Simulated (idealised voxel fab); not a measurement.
Process module in this document: voxel quadruple lines
It is cross-section cut that appears here, measuring 145 nm in width, its square cells being 5 nm in size.
Heads up, the way a cross-section reads in here is a grid of square cells, handed over as bands from the top down, with every band being one or more rows of cells.
Band: top and bottom heights (nm) first, top before bottom; then materials from left to right, widths in nm. "edge to edge" marks a sole material filling the band edge to edge. "air" denotes empty space.
Height 0 is the level under which the wafer as received is all one material. The lowest band goes on downwards, as in "top 0, no bottom".
You'd read "30 to 40" like this: the band's top row of cells is as wide as the first number, its bottom row is as wide as the second, and going down, every row changes width by the same amount as the row before did.
What does "remains unaltered" mean for a step? It means no cell of the cross-section changed in that step.
Look at "Unvented voids" for the closed voids: empty spaces with no open path to the top, sized 8 cells or up. Each is width x height at distance, distance from the left edge, all nm.
Read whatever lies past the settings on a step's line as the simulator's own remark about the step.
If you see "overlay nm" on a step's line and that step has a mask, it's telling you how far right of where it was planned the mask ended up; a negative number means it went left instead.
The following list gives the planned process steps
1) RECEIVE: material Si
2) CONFORMAL_DEP: material SiO2, thk nm 10
3) DIRECTIONAL_DEP: material W, thk nm 10
4) DIRECTIONAL_DEP: material polySi, thk nm 20
5) DIRECTIONAL_DEP: material aC, thk nm 20
6) PATTERN: tone cover, mask id MANDREL, material resist, width nm 20, thk nm 25, overlay nm 0
7) DIRECTIONAL_ETCH: etch materials aC, depth nm 20
8) STRIP: etch materials resist
9) CONFORMAL_DEP: material SiO2, thk nm 10
10) DIRECTIONAL_ETCH: etch materials SiO2, depth nm 10
11) STRIP: etch materials aC
12) DIRECTIONAL_ETCH: etch materials polySi, depth nm 20
13) STRIP: etch materials SiO2
14) CONFORMAL_DEP: material SiCN, thk nm 5
15) DIRECTIONAL_ETCH: etch materials SiCN, depth nm 5
16) STRIP: etch materials polySi
17) DIRECTIONAL_ETCH: etch materials W, depth nm 10
18) STRIP: etch materials SiCN
Incoming wafer in cross-section (state: after step 1)
    top 0, no bottom | Si edge to edge
    Unvented voids: none
Run as planned - first of the two wafers cross-sectioned at the end of the module
    top 20, bottom 10 | 45 nm air, then 5 nm W, then 10 nm air, then 5 nm W, then 10 nm air, then 5 nm W, then 10 nm air, then 5 nm W, then 50 nm air
    top 10, bottom 0 | SiO2 edge to edge
    top 0, no bottom | Si edge to edge
    Unvented voids: none
Wafer two, sectioned after the module: the first wafer's start, the first wafer's plan, and one mistake in how it was run
    top 20, bottom 10 | 55 nm air, then 5 nm W, then 20 nm air, then 5 nm W, then 60 nm air
    top 10, bottom 0 | SiO2 edge to edge
    top 0, no bottom | Si edge to edge
    Unvented voids: none
Want to know what went wrong? so step 6 ended up running with a different setting than we planned, it ran as PATTERN: tone open, mask id MANDREL, material resist, width nm 20, thk nm 25, overlay nm 0
at the end the second wafer has, in cells: -4 W
